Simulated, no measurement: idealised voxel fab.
process module | voxel gate over fins
cross-section cut | 190 nm wide | cells 5 nm
A cross-section is a grid of square cells, given in bands from the top down. A band is one or more rows of cells.
Each band's line starts with the height of the band's top and of its bottom, in nm. Then come its materials from left to right, each with its width in nm. One material with "throughout" fills the band from edge to edge. "air" is empty space.
Height 0 is the level under which the wafer as received is all one material. The lowest band goes on downwards, as in "0 down".
A width such as "30 to 40" changes by the same amount from each row of cells to the next, from the band's top row to its bottom row.
"no change" after a step means that no cell of the cross-section changed.
closed voids: empty space of 8 cells or more with no open way to the top, each as width x height at its distance from the left edge, in nm
after a step's settings: what the simulator itself notes on the step
overlay nm, on a step with a mask: how far to the right of its planned place the mask lay; to the left if negative
plan
1 op RECEIVE | material Si
2 op CONFORMAL_DEP | material SiN | thk nm 5
3 op DIRECTIONAL_DEP | material aC | thk nm 15
4 op PATTERN | tone cover | mask id FINS | material resist | width nm 15 | pitch nm 40 | thk nm 30 | overlay nm 0
5 op DIRECTIONAL_ETCH | etch materials aC | depth nm 15
6 op STRIP | etch materials resist
7 op DIRECTIONAL_ETCH | etch materials SiN | depth nm 5
8 op DIRECTIONAL_ETCH | etch materials Si | depth nm 35
9 op STRIP | etch materials aC
10 op FILL_DEP | material SiO2 | thk nm 15
11 op CMP | height nm 5
12 op SELECTIVE_ETCH | etch materials SiO2 | depth nm 15
13 op STRIP | etch materials SiN
14 op CONFORMAL_DEP | material HfO2 | thk nm 5
15 op CONFORMAL_DEP | material TiN | thk nm 5
16 op FILL_DEP | material W | thk nm 15
17 op CMP | height nm 20
18 op CONFORMAL_DEP | material SiN | thk nm 10
as received, after step 1
  0 down: Si throughout
  closed voids: none
a wafer at the end: this start, this plan, one mistake
  30 to 20: SiN throughout
  20 to 5: W throughout
  5 to 0: W 60 | TiN 25 | W 15 | TiN 25 | W 65
  0 to -5: W 60 | TiN 5 | Si 15 | TiN 5 | W 15 | TiN 5 | Si 15 | TiN 5 | W 65
  -5 to -10: TiN 65 | Si 15 | TiN 25 | Si 15 | TiN 70
  -10 to -35: SiO2 65 | Si 15 | SiO2 25 | Si 15 | SiO2 70
  -35 down: Si throughout
  closed voids: none
what went wrong: step 14 was left out
